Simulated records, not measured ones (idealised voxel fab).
process module | voxel tone inversion
cross-section cut | 255 nm wide | cells 5 nm
A cross-section is a grid of square cells, given in bands from the top down. A band is one or more rows of cells.
Each band's line starts with the height of the band's top and of its bottom, in nm. Then come its materials from left to right, each with its width in nm. One material with "throughout" fills the band from edge to edge. "air" is empty space.
Height 0 is the level under which the wafer as received is all one material. The lowest band goes on downwards, as in "0 down".
A width such as "30 to 40" changes by the same amount from each row of cells to the next, from the band's top row to its bottom row.
"no change" after a step means that no cell of the cross-section changed.
closed voids: empty space of 8 cells or more with no open way to the top, each as width x height at its distance from the left edge, in nm
after a step's settings: what the simulator itself notes on the step
overlay nm, on a step with a mask: how far to the right of its planned place the mask lay; to the left if negative
plan
1 op RECEIVE | material Si
2 op CONFORMAL_DEP | material SiCN | thk nm 10
3 op DIRECTIONAL_DEP | material aC | thk nm 20
4 op PATTERN | tone cover | mask id POSTS | material resist | width nm 25 | pitch nm 50 | thk nm 25 | overlay nm 0
5 op DIRECTIONAL_ETCH | etch materials aC | depth nm 20
6 op STRIP | etch materials resist
7 op FILL_DEP | material SiO2 | thk nm 10
8 op CMP | height nm 30
9 op STRIP | etch materials aC
first wafer, as planned
as received, after step 1
  0 down: Si throughout
  closed voids: none
after step 2
  10 to 0: SiCN throughout
  below 0: unchanged
after step 3
  30 to 10: aC throughout
  below 10: unchanged
after step 4
  55 to 30: air 40 | resist 25 | air 25 | resist 25 | air 25 | resist 25 | air 25 | resist 25 | air 40
  below 30: unchanged
after step 5
  35 to 30: air 40 | resist 25 | air 25 | resist 25 | air 25 | resist 25 | air 25 | resist 25 | air 40
  30 to 10: air 40 | aC 25 | air 25 | aC 25 | air 25 | aC 25 | air 25 | aC 25 | air 40
  below 10: unchanged
after step 6
  30 to 10: air 40 | aC 25 | air 25 | aC 25 | air 25 | aC 25 | air 25 | aC 25 | air 40
  below 10: unchanged
after step 7
  40 to 30: SiO2 throughout
  30 to 10: SiO2 40 | aC 25 | SiO2 25 | aC 25 | SiO2 25 | aC 25 | SiO2 25 | aC 25 | SiO2 40
  below 10: unchanged
after step 8
  30 to 10: SiO2 40 | aC 25 | SiO2 25 | aC 25 | SiO2 25 | aC 25 | SiO2 25 | aC 25 | SiO2 40
  below 10: unchanged
after step 9
  30 to 10: SiO2 40 | air 25 | SiO2 25 | air 25 | SiO2 25 | air 25 | SiO2 25 | air 25 | SiO2 40
  below 10: unchanged
second wafer: like start, like plan, one mistake. Through step 2 it matches the first wafer
when step 3 should have ended
  30 to 10: SiO2 throughout
  below 10: unchanged
when step 4 should have ended
  55 to 30: air 40 | resist 25 | air 25 | resist 25 | air 25 | resist 25 | air 25 | resist 25 | air 40
  below 30: unchanged
when step 5 should have ended
  35 to 30: air 40 | resist 25 | air 25 | resist 25 | air 25 | resist 25 | air 25 | resist 25 | air 40
  below 30: unchanged
when step 6 should have ended
  30 to 10: SiO2 throughout
  below 10: unchanged
when step 7 should have ended
  40 to 10: SiO2 throughout
  below 10: unchanged
when step 8 should have ended
  30 to 10: SiO2 throughout
  below 10: unchanged
when step 9 should have ended: no change
what went wrong: step 3 ran as: op DIRECTIONAL_DEP | material SiO2 | thk nm 20
at the end the second wafer has, in cells: 80 more of SiO2
